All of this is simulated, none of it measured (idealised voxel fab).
Proc. module: voxel transistor to metal
It is cross-section cut that appears here, measuring 170 nm in width, its square cells being 5 nm in size.
Format of a cross-section: grid, square cells. Given as bands. Order: top down. Band: one or more rows of cells.
Top, bottom (nm), then materials left to right with widths (nm); lone material tagged "edge to edge" fills the whole band edge to edge; "empty" = empty space.
Below 0: as-received wafer, all one material; heights counted from there. Lowest band: no bottom, goes on down, written "0 and below".
A width given as "30 to 40" starts at the first number in the band's top row and ends at the second number in its bottom row, shifting by an equal amount at every step from row to row.
The designation "nothing got changed", where it is given for a processing step, indicates that no cell of the cross-section was altered in the course of that step.
Under "Closed void entries" you'll find the enclosed gaps, the ones with no way out to the top, that are 8 cells or bigger; each reads width x height at distance, with distance counted from the left edge, everything in nm.
That trailing text on a step's line, after the settings, is the simulator's own remark on the step.
A step line may carry the setting "overlay nm", which, for steps involving a mask, states the distance by which the mask lay to the right of its intended position; negative values denote displacement to the left.
Reading guide: pairs of cross-sections, before and after one process step; after view cut off at lowest changed band; step and settings listed under each pair. Pairs may stem from different runs of this module on the same starting wafer; continuity with the pair above only where the "Pre-step snapshot" entry states it.

-- Pre-step snapshot
> 75 down to 55 | SiO2 edge to edge
> 55 down to 50 | SiN edge to edge
> 50 down to 35 | SiO2=40, then TiN=5, then Ru=15, then TiN=5, then SiO2=35, then TiN=5, then Ru=15, then TiN=5, then SiO2=45
> 35 down to 30 | SiO2=40, then TiN=5, then Ru=15, then TiN=5, then SiO2=5, then SiCN=25, then SiO2=5, then TiN=5, then Ru=15, then TiN=5, then SiO2=45
> 30 down to 25 | SiO2=40, then TiN=5, then Ru=15, then TiN=5, then SiN=5, then SiCN=25, then SiN=5, then TiN=5, then Ru=15, then TiN=5, then SiO2=45
> 25 down to 0 | SiO2=40, then TiN=5, then Ru=15, then TiN=5, then SiN=5, then polySi=25, then SiN=5, then TiN=5, then Ru=15, then TiN=5, then SiO2=45
> 0 down to -5 | SiO2=40, then TiN=25, then SiN=5, then polySi=25, then SiN=5, then TiN=25, then SiO2=45
> -5 down to -10 | SiO2=35, then nSi=30, then SiO2=35, then nSi=30, then SiO2=40
> -10 down to -35 | SiO2=40, then Si=85, then SiO2=45
> -35 and below | Si edge to edge
> Closed void entries: none

-- Structure After Step
> 90 down to 75 | resist=40, then empty=15, then resist=55, then empty=15, then resist=45
> Nothing below the height 75 has changed.
> Closed void entries: none
The step carried out between the cross-section before it and the cross-section after it, both shown above, is op PATTERN | tone open | mask id METAL_1 | material resist | width nm 15 | pitch nm 70 | thk nm 15 | overlay nm 0

Pre-step snapshot: the wafer arrives at this step looking as the after cross-section in the pair just above shows it.

-- Structure After Step
> 90 down to 75 | resist=40, then empty=15, then resist=55, then empty=15, then resist=45
> 75 down to 55 | SiO2=40, then empty=15, then SiO2=55, then empty=15, then SiO2=45
> Nothing below the height 55 has changed.
> Closed void entries: none
The step carried out between the cross-section before it and the cross-section after it, both shown above, is op DIRECTIONAL_ETCH | etch materials SiO2 | depth nm 20

Pre-step snapshot: the wafer arrives at this step looking as the after cross-section in the pair just above shows it.

-- Structure After Step
> 90 down to 75 | resist=40, then empty=15, then resist=55, then empty=15, then resist=45
> 75 down to 55 | SiO2=40, then empty=15, then SiO2=55, then empty=15, then SiO2=45
> 55 down to 50 | SiN=40, then empty=15, then SiN=55, then empty=15, then SiN=45
> Nothing below the height 50 has changed.
> Closed void entries: none
The step carried out between the cross-section before it and the cross-section after it, both shown above, is op DIRECTIONAL_ETCH | etch materials SiN | depth nm 5

Pre-step snapshot: the wafer arrives at this step looking as the after cross-section in the pair just above shows it.

-- Structure After Step
> 75 down to 55 | SiO2=40, then empty=15, then SiO2=55, then empty=15, then SiO2=45
> Nothing below the height 55 has changed.
> Closed void entries: none
The step carried out between the cross-section before it and the cross-section after it, both shown above, is op STRIP | etch materials resist

Pre-step snapshot: the wafer arrives at this step looking as the after cross-section in the pair just above shows it.

-- Structure After Step
> 80 down to 75 | TiN=45, then empty=5, then TiN=65, then empty=5, then TiN=50
> 75 down to 55 | SiO2=40, then TiN=5, then empty=5, then TiN=5, then SiO2=55, then TiN=5, then empty=5, then TiN=5, then SiO2=45
> 55 down to 50 | SiN=40, then TiN=15, then SiN=55, then TiN=15, then SiN=45
> Nothing below the height 50 has changed.
> Closed void entries: none
The step carried out between the cross-section before it and the cross-section after it, both shown above, is op CONFORMAL_DEP | material TiN | thk nm 5

Pre-step snapshot: the wafer arrives at this step looking as the after cross-section in the pair just above shows it.

-- Structure After Step
> 90 down to 80 | Ru edge to edge
> 80 down to 75 | TiN=45, then Ru=5, then TiN=65, then Ru=5, then TiN=50
> 75 down to 55 | SiO2=40, then TiN=5, then Ru=5, then TiN=5, then SiO2=55, then TiN=5, then Ru=5, then TiN=5, then SiO2=45
> Nothing below the height 55 has changed.
> Closed void entries: none
The step carried out between the cross-section before it and the cross-section after it, both shown above, is op FILL_DEP | material Ru | thk nm 10

Pre-step snapshot: the wafer arrives at this step looking as the after cross-section in the pair just above shows it.

-- Structure After Step
> 75 down to 55 | SiO2=40, then TiN=5, then Ru=5, then TiN=5, then SiO2=55, then TiN=5, then Ru=5, then TiN=5, then SiO2=45
> Nothing below the height 55 has changed.
> Closed void entries: none
The step carried out between the cross-section before it and the cross-section after it, both shown above, is op CMP | height nm 75

Pre-step snapshot: the wafer arrives at this step looking as the after cross-section in the pair just above shows it.

-- Structure After Step
> 80 down to 75 | SiN edge to edge
> Nothing below the height 75 has changed.
> Closed void entries: none
The step carried out between the cross-section before it and the cross-section after it, both shown above, is op CONFORMAL_DEP | material SiN | thk nm 5

-- Pre-step snapshot
> 35 down to 25 | SiCN edge to edge
> 25 down to -5 | polySi edge to edge
> -5 down to -10 | SiO2 edge to edge
> -10 down to -35 | SiO2=40, then Si=85, then SiO2=45
> -35 and below | Si edge to edge
> Closed void entries: none

-- Structure After Step
> 35 down to 25 | empty=70, then SiCN=30, then empty=70
> Nothing below the height 25 has changed.
> Closed void entries: none
The step carried out between the cross-section before it and the cross-section after it, both shown above, is op MASKED_ETCH | tone cover | mask id GATE | width nm 30 | etch materials SiCN | depth nm 20 | overlay nm 0

Pre-step snapshot: the wafer arrives at this step looking as the after cross-section in the pair just above shows it.

-- Structure After Step
> 35 down to 25 | empty=70, then SiCN=30, then empty=70
> 25 down to -5 | empty=70, then polySi=30, then empty=70
> Nothing below the height -5 has changed.
> Closed void entries: none
The step carried out between the cross-section before it and the cross-section after it, both shown above, is op MASKED_ETCH | tone cover | mask id GATE | width nm 25 | etch materials polySi | depth nm 40 | overlay nm 0

Pre-step snapshot: the wafer arrives at this step looking as the after cross-section in the pair just above shows it.

-- Structure After Step
> 45 down to 35 | empty=60, then SiN=50, then empty=60
> 35 down to 25 | empty=60, then SiN=10, then SiCN=30, then SiN=10, then empty=60
> 25 down to 5 | empty=60, then SiN=10, then polySi=30, then SiN=10, then empty=60
> 5 down to -5 | SiN=70, then polySi=30, then SiN=70
> Nothing below the height -5 has changed.
> Closed void entries: none
The step carried out between the cross-section before it and the cross-section after it, both shown above, is op CONFORMAL_DEP | material SiN | thk nm 10

Pre-step snapshot: the wafer arrives at this step looking as the after cross-section in the pair just above shows it.

-- Structure After Step
> 35 down to 25 | empty=60, then SiN=10, then SiCN=30, then SiN=10, then empty=60
> 25 down to -5 | empty=60, then SiN=10, then polySi=30, then SiN=10, then empty=60
> Nothing below the height -5 has changed.
> Closed void entries: none
The step carried out between the cross-section before it and the cross-section after it, both shown above, is op DIRECTIONAL_ETCH | etch materials SiN | depth nm 10

Pre-step snapshot: the wafer arrives at this step looking as the after cross-section in the pair just above shows it.

-- Structure After Step
> 35 down to 25 | empty=60, then SiN=10, then SiCN=30, then SiN=10, then empty=60
> 25 down to -5 | empty=60, then SiN=10, then polySi=30, then SiN=10, then empty=60
> -5 down to -10 | empty=60, then SiO2=50, then empty=60
> Nothing below the height -10 has changed.
> Closed void entries: none
The step carried out between the cross-section before it and the cross-section after it, both shown above, is op DIRECTIONAL_ETCH | etch materials SiO2 | depth nm 5

Pre-step snapshot: the wafer arrives at this step looking as the after cross-section in the pair just above shows it.

-- Structure After Step
> 35 down to 25 | empty=60, then SiN=10, then SiCN=30, then SiN=10, then empty=60
> 25 down to -5 | empty=60, then SiN=10, then polySi=30, then SiN=10, then empty=60
> -5 down to -10 | empty=35, then nSi=25, then SiO2=50, then nSi=20, then empty=40
> Nothing below the height -10 has changed.
> Closed void entries: none
The step carried out between the cross-section before it and the cross-section after it, both shown above, is op EPI | material nSi | thk nm 5

Pre-step snapshot: the wafer arrives at this step looking as the after cross-section in the pair just above shows it.

-- Structure After Step
> 40 down to 35 | SiO2 edge to edge
> 35 down to 25 | SiO2=60, then SiN=10, then SiCN=30, then SiN=10, then SiO2=60
> 25 down to -5 | SiO2=60, then SiN=10, then polySi=30, then SiN=10, then SiO2=60
> -5 down to -10 | SiO2=35, then nSi=25, then SiO2=50, then nSi=20, then SiO2=40
> Nothing below the height -10 has changed.
> Closed void entries: none
The step carried out between the cross-section before it and the cross-section after it, both shown above, is op FILL_DEP | material SiO2 | thk nm 5

Pre-step snapshot: the wafer arrives at this step looking as the after cross-section in the pair just above shows it.

-- Structure After Step
> 35 down to 25 | SiO2=60, then SiN=10, then SiCN=30, then SiN=10, then SiO2=60
> Nothing below the height 25 has changed.
> Closed void entries: none
The step carried out between the cross-section before it and the cross-section after it, both shown above, is op CMP | height nm 35

Pre-step snapshot: the wafer arrives at this step looking as the after cross-section in the pair just above shows it.

-- Structure After Step
> 50 down to 35 | SiO2 edge to edge
> Nothing below the height 35 has changed.
> Closed void entries: none
The step carried out between the cross-section before it and the cross-section after it, both shown above, is op DIRECTIONAL_DEP | material SiO2 | thk nm 15

Pre-step snapshot: the wafer arrives at this step looking as the after cross-section in the pair just above shows it.

-- Structure After Step
> 65 down to 50 | resist=40, then empty=25, then resist=35, then empty=25, then resist=45
> Nothing below the height 50 has changed.
> Closed void entries: none
The step carried out between the cross-section before it and the cross-section after it, both shown above, is op PATTERN | tone open | mask id CONTACT | material resist | width nm 25 | pitch nm 60 | thk nm 15 | overlay nm 0

Pre-step snapshot: the wafer arrives at this step looking as the after cross-section in the pair just above shows it.

-- Structure After Step
> 65 down to 50 | resist=40, then empty=25, then resist=35, then empty=25, then resist=45
> 50 down to 35 | SiO2=40, then empty=25, then SiO2=35, then empty=25, then SiO2=45
> 35 down to 25 | SiO2=40, then empty=20, then SiN=10, then SiCN=30, then SiN=10, then empty=15, then SiO2=45
> 25 down to -5 | SiO2=40, then empty=20, then SiN=10, then polySi=30, then SiN=10, then empty=15, then SiO2=45
> Nothing below the height -5 has changed.
> Closed void entries: none
The step carried out between the cross-section before it and the cross-section after it, both shown above, is op DIRECTIONAL_ETCH | etch materials SiO2 | depth nm 55

Pre-step snapshot: the wafer arrives at this step looking as the after cross-section in the pair just above shows it.

-- Structure After Step
> 50 down to 35 | SiO2=40, then empty=25, then SiO2=35, then empty=25, then SiO2=45
> Nothing below the height 35 has changed.
> Closed void entries: none
The step carried out between the cross-section before it and the cross-section after it, both shown above, is op STRIP | etch materials resist

Pre-step snapshot: the wafer arrives at this step looking as the after cross-section in the pair just above shows it.

-- Structure After Step
> 55 down to 50 | TiN=45, then empty=15, then TiN=45, then empty=15, then TiN=50
> 50 down to 40 | SiO2=40, then TiN=5, then empty=15, then TiN=5, then SiO2=35, then TiN=5, then empty=15, then TiN=5, then SiO2=45
> 40 down to 35 | SiO2=40, then TiN=5, then empty=10, then TiN=10, then SiO2=35, then TiN=15, then empty=5, then TiN=5, then SiO2=45
> 35 down to 25 | SiO2=40, then TiN=5, then empty=10, then TiN=5, then SiN=10, then SiCN=30, then SiN=10, then TiN=5, then empty=5, then TiN=5, then SiO2=45
> 25 down to 0 | SiO2=40, then TiN=5, then empty=10, then TiN=5, then SiN=10, then polySi=30, then SiN=10, then TiN=5, then empty=5, then TiN=5, then SiO2=45
> 0 down to -5 | SiO2=40, then TiN=20, then SiN=10, then polySi=30, then SiN=10, then TiN=15, then SiO2=45
> Nothing below the height -5 has changed.
> Closed void entries: none
The step carried out between the cross-section before it and the cross-section after it, both shown above, is op CONFORMAL_DEP | material TiN | thk nm 5

Pre-step snapshot: the wafer arrives at this step looking as the after cross-section in the pair just above shows it.

-- Structure After Step
> 60 down to 55 | Ru edge to edge
> 55 down to 50 | TiN=45, then Ru=15, then TiN=45, then Ru=15, then TiN=50
> 50 down to 40 | SiO2=40, then TiN=5, then Ru=15, then TiN=5, then SiO2=35, then TiN=5, then Ru=15, then TiN=5, then SiO2=45
> 40 down to 35 | SiO2=40, then TiN=5, then Ru=10, then TiN=10, then SiO2=35, then TiN=15, then Ru=5, then TiN=5, then SiO2=45
> 35 down to 25 | SiO2=40, then TiN=5, then Ru=10, then TiN=5, then SiN=10, then SiCN=30, then SiN=10, then TiN=5, then Ru=5, then TiN=5, then SiO2=45
> 25 down to 0 | SiO2=40, then TiN=5, then Ru=10, then TiN=5, then SiN=10, then polySi=30, then SiN=10, then TiN=5, then Ru=5, then TiN=5, then SiO2=45
> Nothing below the height 0 has changed.
> Closed void entries: none
The step carried out between the cross-section before it and the cross-section after it, both shown above, is op FILL_DEP | material Ru | thk nm 5

Pre-step snapshot: the wafer arrives at this step looking as the after cross-section in the pair just above shows it.

-- Structure After Step
> 50 down to 40 | SiO2=40, then TiN=5, then Ru=15, then TiN=5, then SiO2=35, then TiN=5, then Ru=15, then TiN=5, then SiO2=45
> Nothing below the height 40 has changed.
> Closed void entries: none
The step carried out between the cross-section before it and the cross-section after it, both shown above, is op CMP | height nm 50

Pre-step snapshot: the wafer arrives at this step looking as the after cross-section in the pair just above shows it.

-- Structure After Step
> 55 down to 50 | SiN edge to edge
> Nothing below the height 50 has changed.
> Closed void entries: none
The step carried out between the cross-section before it and the cross-section after it, both shown above, is op CONFORMAL_DEP | material SiN | thk nm 5

Pre-step snapshot: the wafer arrives at this step looking as the after cross-section in the pair just above shows it.

-- Structure After Step
> 75 down to 55 | SiO2 edge to edge
> Nothing below the height 55 has changed.
> Closed void entries: none
The step carried out between the cross-section before it and the cross-section after it, both shown above, is op DIRECTIONAL_DEP | material SiO2 | thk nm 20

Pre-step snapshot: the wafer arrives at this step looking as the after cross-section in the pair just above shows it.

-- Structure After Step
> 90 down to 75 | resist=40, then empty=15, then resist=55, then empty=15, then resist=45
> Nothing below the height 75 has changed.
> Closed void entries: none
The step carried out between the cross-section before it and the cross-section after it, both shown above, is op PATTERN | tone open | mask id METAL_1 | material resist | width nm 15 | pitch nm 70 | thk nm 15 | overlay nm 0

Pre-step snapshot: the wafer arrives at this step looking as the after cross-section in the pair just above shows it.

-- Structure After Step
> 90 down to 75 | resist=40, then empty=15, then resist=55, then empty=15, then resist=45
> 75 down to 55 | SiO2=40, then empty=15, then SiO2=55, then empty=15, then SiO2=45
> Nothing below the height 55 has changed.
> Closed void entries: none
The step carried out between the cross-section before it and the cross-section after it, both shown above, is op DIRECTIONAL_ETCH | etch materials SiO2 | depth nm 20

Pre-step snapshot: the wafer arrives at this step looking as the after cross-section in the pair just above shows it.

-- Structure After Step
> 90 down to 75 | resist=40, then empty=15, then resist=55, then empty=15, then resist=45
> 75 down to 55 | SiO2=40, then empty=15, then SiO2=55, then empty=15, then SiO2=45
> 55 down to 50 | SiN=40, then empty=15, then SiN=55, then empty=15, then SiN=45
> Nothing below the height 50 has changed.
> Closed void entries: none
The step carried out between the cross-section before it and the cross-section after it, both shown above, is op DIRECTIONAL_ETCH | etch materials SiN | depth nm 5

Pre-step snapshot: the wafer arrives at this step looking as the after cross-section in the pair just above shows it.

-- Structure After Step
> 75 down to 55 | SiO2=40, then empty=15, then SiO2=55, then empty=15, then SiO2=45
> Nothing below the height 55 has changed.
> Closed void entries: none
The step carried out between the cross-section before it and the cross-section after it, both shown above, is op STRIP | etch materials resist

Pre-step snapshot: the wafer arrives at this step looking as the after cross-section in the pair just above shows it.

-- Structure After Step
> 80 down to 75 | TiN=45, then empty=5, then TiN=65, then empty=5, then TiN=50
> 75 down to 55 | SiO2=40, then TiN=5, then empty=5, then TiN=5, then SiO2=55, then TiN=5, then empty=5, then TiN=5, then SiO2=45
> 55 down to 50 | SiN=40, then TiN=15, then SiN=55, then TiN=15, then SiN=45
> Nothing below the height 50 has changed.
> Closed void entries: none
The step carried out between the cross-section before it and the cross-section after it, both shown above, is op CONFORMAL_DEP | material TiN | thk nm 5

Pre-step snapshot: the wafer arrives at this step looking as the after cross-section in the pair just above shows it.

-- Structure After Step
> 90 down to 80 | Ru edge to edge
> 80 down to 75 | TiN=45, then Ru=5, then TiN=65, then Ru=5, then TiN=50
> 75 down to 55 | SiO2=40, then TiN=5, then Ru=5, then TiN=5, then SiO2=55, then TiN=5, then Ru=5, then TiN=5, then SiO2=45
> Nothing below the height 55 has changed.
> Closed void entries: none
The step carried out between the cross-section before it and the cross-section after it, both shown above, is op FILL_DEP | material Ru | thk nm 10

Pre-step snapshot: the wafer arrives at this step looking as the after cross-section in the pair just above shows it.

-- Structure After Step
> 75 down to 55 | SiO2=40, then TiN=5, then Ru=5, then TiN=5, then SiO2=55, then TiN=5, then Ru=5, then TiN=5, then SiO2=45
> Nothing below the height 55 has changed.
> Closed void entries: none
The step carried out between the cross-section before it and the cross-section after it, both shown above, is op CMP | height nm 75

Pre-step snapshot: the wafer arrives at this step looking as the after cross-section in the pair just above shows it.

-- Structure After Step
> 80 down to 75 | SiN edge to edge
> Nothing below the height 75 has changed.
> Closed void entries: none
The step carried out between the cross-section before it and the cross-section after it, both shown above, is op CONFORMAL_DEP | material SiN | thk nm 5

-- Pre-step snapshot
> 75 down to 55 | SiO2 edge to edge
> 55 down to 50 | SiN edge to edge
> 50 down to 40 | SiO2=40, then TiN=5, then Ru=15, then TiN=5, then SiO2=35, then TiN=5, then Ru=15, then TiN=5, then SiO2=45
> 40 down to 35 | SiO2=40, then TiN=5, then Ru=10, then TiN=10, then SiO2=35, then TiN=10, then Ru=10, then TiN=5, then SiO2=45
> 35 down to 25 | SiO2=40, then TiN=5, then Ru=10, then TiN=5, then SiN=10, then SiCN=25, then SiN=10, then TiN=5, then Ru=10, then TiN=5, then SiO2=45
> 25 down to 0 | SiO2=40, then TiN=5, then Ru=10, then TiN=5, then SiN=10, then polySi=25, then SiN=10, then TiN=5, then Ru=10, then TiN=5, then SiO2=45
> 0 down to -5 | SiO2=40, then TiN=20, then SiN=10, then polySi=25, then SiN=10, then TiN=20, then SiO2=45
> -5 down to -10 | SiO2=35, then nSi=25, then SiO2=45, then nSi=25, then SiO2=40
> -10 down to -35 | SiO2=40, then Si=85, then SiO2=45
> -35 and below | Si edge to edge
> Closed void entries: none

-- Structure After Step
> 90 down to 75 | resist=50, then empty=15, then resist=55, then empty=15, then resist=35
> Nothing below the height 75 has changed.
> Closed void entries: none
The step carried out between the cross-section before it and the cross-section after it, both shown above, is op PATTERN | tone open | mask id METAL_1 | material resist | width nm 15 | pitch nm 70 | thk nm 15 | overlay nm 10

Pre-step snapshot: the wafer arrives at this step looking as the after cross-section in the pair just above shows it.

-- Structure After Step
> 90 down to 75 | resist=50, then empty=15, then resist=55, then empty=15, then resist=35
> 75 down to 55 | SiO2=50, then empty=15, then SiO2=55, then empty=15, then SiO2=35
> Nothing below the height 55 has changed.
> Closed void entries: none
The step carried out between the cross-section before it and the cross-section after it, both shown above, is op DIRECTIONAL_ETCH | etch materials SiO2 | depth nm 20

Pre-step snapshot: the wafer arrives at this step looking as the after cross-section in the pair just above shows it.

-- Structure After Step
> 90 down to 75 | resist=50, then empty=15, then resist=55, then empty=15, then resist=35
> 75 down to 55 | SiO2=50, then empty=15, then SiO2=55, then empty=15, then SiO2=35
> 55 down to 50 | SiN=50, then empty=15, then SiN=55, then empty=15, then SiN=35
> Nothing below the height 50 has changed.
> Closed void entries: none
The step carried out between the cross-section before it and the cross-section after it, both shown above, is op DIRECTIONAL_ETCH | etch materials SiN | depth nm 5

Pre-step snapshot: the wafer arrives at this step looking as the after cross-section in the pair just above shows it.

-- Structure After Step
> 75 down to 55 | SiO2=50, then empty=15, then SiO2=55, then empty=15, then SiO2=35
> Nothing below the height 55 has changed.
> Closed void entries: none
The step carried out between the cross-section before it and the cross-section after it, both shown above, is op STRIP | etch materials resist

Pre-step snapshot: the wafer arrives at this step looking as the after cross-section in the pair just above shows it.

-- Structure After Step
> 80 down to 75 | TiN=55, then empty=5, then TiN=65, then empty=5, then TiN=40
> 75 down to 55 | SiO2=50, then TiN=5, then empty=5, then TiN=5, then SiO2=55, then TiN=5, then empty=5, then TiN=5, then SiO2=35
> 55 down to 50 | SiN=50, then TiN=15, then SiN=55, then TiN=15, then SiN=35
> Nothing below the height 50 has changed.
> Closed void entries: none
The step carried out between the cross-section before it and the cross-section after it, both shown above, is op CONFORMAL_DEP | material TiN | thk nm 5

Pre-step snapshot: the wafer arrives at this step looking as the after cross-section in the pair just above shows it.

-- Structure After Step
> 90 down to 80 | Ru edge to edge
> 80 down to 75 | TiN=55, then Ru=5, then TiN=65, then Ru=5, then TiN=40
> 75 down to 55 | SiO2=50, then TiN=5, then Ru=5, then TiN=5, then SiO2=55, then TiN=5, then Ru=5, then TiN=5, then SiO2=35
> Nothing below the height 55 has changed.
> Closed void entries: none
The step carried out between the cross-section before it and the cross-section after it, both shown above, is op FILL_DEP | material Ru | thk nm 10

Pre-step snapshot: the wafer arrives at this step looking as the after cross-section in the pair just above shows it.

-- Structure After Step
> 75 down to 55 | SiO2=50, then TiN=5, then Ru=5, then TiN=5, then SiO2=55, then TiN=5, then Ru=5, then TiN=5, then SiO2=35
> Nothing below the height 55 has changed.
> Closed void entries: none
The step carried out between the cross-section before it and the cross-section after it, both shown above, is op CMP | height nm 75

Pre-step snapshot: the wafer arrives at this step looking as the after cross-section in the pair just above shows it.

-- Structure After Step
> 80 down to 75 | SiN edge to edge
> Nothing below the height 75 has changed.
> Closed void entries: none
The step carried out between the cross-section before it and the cross-section after it, both shown above, is op CONFORMAL_DEP | material SiN | thk nm 5

-- Pre-step snapshot
> -5 down to -10 | SiO2 edge to edge
> -10 down to -35 | SiO2=40, then Si=85, then SiO2=45
> -35 and below | Si edge to edge
> Closed void entries: none

-- Structure After Step
> 25 down to -5 | SiN edge to edge
> Nothing below the height -5 has changed.
> Closed void entries: none
The step carried out between the cross-section before it and the cross-section after it, both shown above, is op DIRECTIONAL_DEP | material SiN | thk nm 30

Pre-step snapshot: the wafer arrives at this step looking as the after cross-section in the pair just above shows it.

-- Structure After Step
> 35 down to 25 | SiCN edge to edge
> Nothing below the height 25 has changed.
> Closed void entries: none
The step carried out between the cross-section before it and the cross-section after it, both shown above, is op DIRECTIONAL_DEP | material SiCN | thk nm 10

Pre-step snapshot: the wafer arrives at this step looking as the after cross-section in the pair just above shows it.

-- Structure After Step
> 35 down to 25 | empty=70, then SiCN=25, then empty=75
> Nothing below the height 25 has changed.
> Closed void entries: none
The step carried out between the cross-section before it and the cross-section after it, both shown above, is op MASKED_ETCH | tone cover | mask id GATE | width nm 25 | etch materials SiCN | depth nm 20 | overlay nm 0

Pre-step snapshot: the wafer arrives at this step looking as the after cross-section in the pair just above shows it.

-- Structure After Step
> 45 down to 35 | empty=60, then SiN=45, then empty=65
> 35 down to 25 | SiN=70, then SiCN=25, then SiN=75
> Nothing below the height 25 has changed.
> Closed void entries: none
The step carried out between the cross-section before it and the cross-section after it, both shown above, is op CONFORMAL_DEP | material SiN | thk nm 10

Pre-step snapshot: the wafer arrives at this step looking as the after cross-section in the pair just above shows it.

-- Structure After Step
> 35 down to 25 | empty=60, then SiN=10, then SiCN=25, then SiN=10, then empty=65
> Nothing below the height 25 has changed.
> Closed void entries: none
The step carried out between the cross-section before it and the cross-section after it, both shown above, is op DIRECTIONAL_ETCH | etch materials SiN | depth nm 10

Pre-step snapshot: the wafer arrives at this step looking as the after cross-section in the pair just above shows it.

-- Structure After Step
> 40 down to 35 | SiO2 edge to edge
> 35 down to 25 | SiO2=60, then SiN=10, then SiCN=25, then SiN=10, then SiO2=65
> Nothing below the height 25 has changed.
> Closed void entries: none
The step carried out between the cross-section before it and the cross-section after it, both shown above, is op FILL_DEP | material SiO2 | thk nm 5

Pre-step snapshot: the wafer arrives at this step looking as the after cross-section in the pair just above shows it.

-- Structure After Step
> 35 down to 25 | SiO2=60, then SiN=10, then SiCN=25, then SiN=10, then SiO2=65
> Nothing below the height 25 has changed.
> Closed void entries: none
The step carried out between the cross-section before it and the cross-section after it, both shown above, is op CMP | height nm 35

Pre-step snapshot: the wafer arrives at this step looking as the after cross-section in the pair just above shows it.

-- Structure After Step
> 50 down to 35 | SiO2 edge to edge
> Nothing below the height 35 has changed.
> Closed void entries: none
The step carried out between the cross-section before it and the cross-section after it, both shown above, is op DIRECTIONAL_DEP | material SiO2 | thk nm 15

Pre-step snapshot: the wafer arrives at this step looking as the after cross-section in the pair just above shows it.

-- Structure After Step
> 65 down to 50 | resist=40, then empty=25, then resist=35, then empty=25, then resist=45
> Nothing below the height 50 has changed.
> Closed void entries: none
The step carried out between the cross-section before it and the cross-section after it, both shown above, is op PATTERN | tone open | mask id CONTACT | material resist | width nm 25 | pitch nm 60 | thk nm 15 | overlay nm 0

Pre-step snapshot: the wafer arrives at this step looking as the after cross-section in the pair just above shows it.

-- Structure After Step
> 65 down to 50 | resist=40, then empty=25, then resist=35, then empty=25, then resist=45
> 50 down to 35 | SiO2=40, then empty=25, then SiO2=35, then empty=25, then SiO2=45
> 35 down to 25 | SiO2=40, then empty=20, then SiN=10, then SiCN=25, then SiN=10, then empty=20, then SiO2=45
> Nothing below the height 25 has changed.
> Closed void entries: none
The step carried out between the cross-section before it and the cross-section after it, both shown above, is op DIRECTIONAL_ETCH | etch materials SiO2 | depth nm 55

Pre-step snapshot: the wafer arrives at this step looking as the after cross-section in the pair just above shows it.

-- Structure After Step
> 50 down to 35 | SiO2=40, then empty=25, then SiO2=35, then empty=25, then SiO2=45
> Nothing below the height 35 has changed.
> Closed void entries: none
The step carried out between the cross-section before it and the cross-section after it, both shown above, is op STRIP | etch materials resist

Pre-step snapshot: the wafer arrives at this step looking as the after cross-section in the pair just above shows it.

-- Structure After Step
> 55 down to 50 | TiN=45, then empty=15, then TiN=45, then empty=15, then TiN=50
> 50 down to 40 | SiO2=40, then TiN=5, then empty=15, then TiN=5, then SiO2=35, then TiN=5, then empty=15, then TiN=5, then SiO2=45
> 40 down to 35 | SiO2=40, then TiN=5, then empty=10, then TiN=10, then SiO2=35, then TiN=10, then empty=10, then TiN=5, then SiO2=45
> 35 down to 30 | SiO2=40, then TiN=5, then empty=10, then TiN=5, then SiN=10, then SiCN=25, then SiN=10, then TiN=5, then empty=10, then TiN=5, then SiO2=45
> 30 down to 25 | SiO2=40, then TiN=20, then SiN=10, then SiCN=25, then SiN=10, then TiN=20, then SiO2=45
> Nothing below the height 25 has changed.
> Closed void entries: none
The step carried out between the cross-section before it and the cross-section after it, both shown above, is op CONFORMAL_DEP | material TiN | thk nm 5

Pre-step snapshot: the wafer arrives at this step looking as the after cross-section in the pair just above shows it.

-- Structure After Step
> 60 down to 55 | Ru edge to edge
> 55 down to 50 | TiN=45, then Ru=15, then TiN=45, then Ru=15, then TiN=50
> 50 down to 40 | SiO2=40, then TiN=5, then Ru=15, then TiN=5, then SiO2=35, then TiN=5, then Ru=15, then TiN=5, then SiO2=45
> 40 down to 35 | SiO2=40, then TiN=5, then Ru=10, then TiN=10, then SiO2=35, then TiN=10, then Ru=10, then TiN=5, then SiO2=45
> 35 down to 30 | SiO2=40, then TiN=5, then Ru=10, then TiN=5, then SiN=10, then SiCN=25, then SiN=10, then TiN=5, then Ru=10, then TiN=5, then SiO2=45
> Nothing below the height 30 has changed.
> Closed void entries: none
The step carried out between the cross-section before it and the cross-section after it, both shown above, is op FILL_DEP | material Ru | thk nm 5

Pre-step snapshot: the wafer arrives at this step looking as the after cross-section in the pair just above shows it.

-- Structure After Step
> 50 down to 40 | SiO2=40, then TiN=5, then Ru=15, then TiN=5, then SiO2=35, then TiN=5, then Ru=15, then TiN=5, then SiO2=45
> Nothing below the height 40 has changed.
> Closed void entries: none
The step carried out between the cross-section before it and the cross-section after it, both shown above, is op CMP | height nm 50

Pre-step snapshot: the wafer arrives at this step looking as the after cross-section in the pair just above shows it.

-- Structure After Step
> 55 down to 50 | SiN edge to edge
> Nothing below the height 50 has changed.
> Closed void entries: none
The step carried out between the cross-section before it and the cross-section after it, both shown above, is op CONFORMAL_DEP | material SiN | thk nm 5

Pre-step snapshot: the wafer arrives at this step looking as the after cross-section in the pair just above shows it.

-- Structure After Step
> 75 down to 55 | SiO2 edge to edge
> Nothing below the height 55 has changed.
> Closed void entries: none
The step carried out between the cross-section before it and the cross-section after it, both shown above, is op DIRECTIONAL_DEP | material SiO2 | thk nm 20

Pre-step snapshot: the wafer arrives at this step looking as the after cross-section in the pair just above shows it.

-- Structure After Step
> 90 down to 75 | resist=40, then empty=15, then resist=55, then empty=15, then resist=45
> Nothing below the height 75 has changed.
> Closed void entries: none
The step carried out between the cross-section before it and the cross-section after it, both shown above, is op PATTERN | tone open | mask id METAL_1 | material resist | width nm 15 | pitch nm 70 | thk nm 15 | overlay nm 0

Pre-step snapshot: the wafer arrives at this step looking as the after cross-section in the pair just above shows it.

-- Structure After Step
> 90 down to 75 | resist=40, then empty=15, then resist=55, then empty=15, then resist=45
> 75 down to 55 | SiO2=40, then empty=15, then SiO2=55, then empty=15, then SiO2=45
> Nothing below the height 55 has changed.
> Closed void entries: none
The step carried out between the cross-section before it and the cross-section after it, both shown above, is op DIRECTIONAL_ETCH | etch materials SiO2 | depth nm 20

Pre-step snapshot: the wafer arrives at this step looking as the after cross-section in the pair just above shows it.

-- Structure After Step
> 90 down to 75 | resist=40, then empty=15, then resist=55, then empty=15, then resist=45
> 75 down to 55 | SiO2=40, then empty=15, then SiO2=55, then empty=15, then SiO2=45
> 55 down to 50 | SiN=40, then empty=15, then SiN=55, then empty=15, then SiN=45
> Nothing below the height 50 has changed.
> Closed void entries: none
The step carried out between the cross-section before it and the cross-section after it, both shown above, is op DIRECTIONAL_ETCH | etch materials SiN | depth nm 5
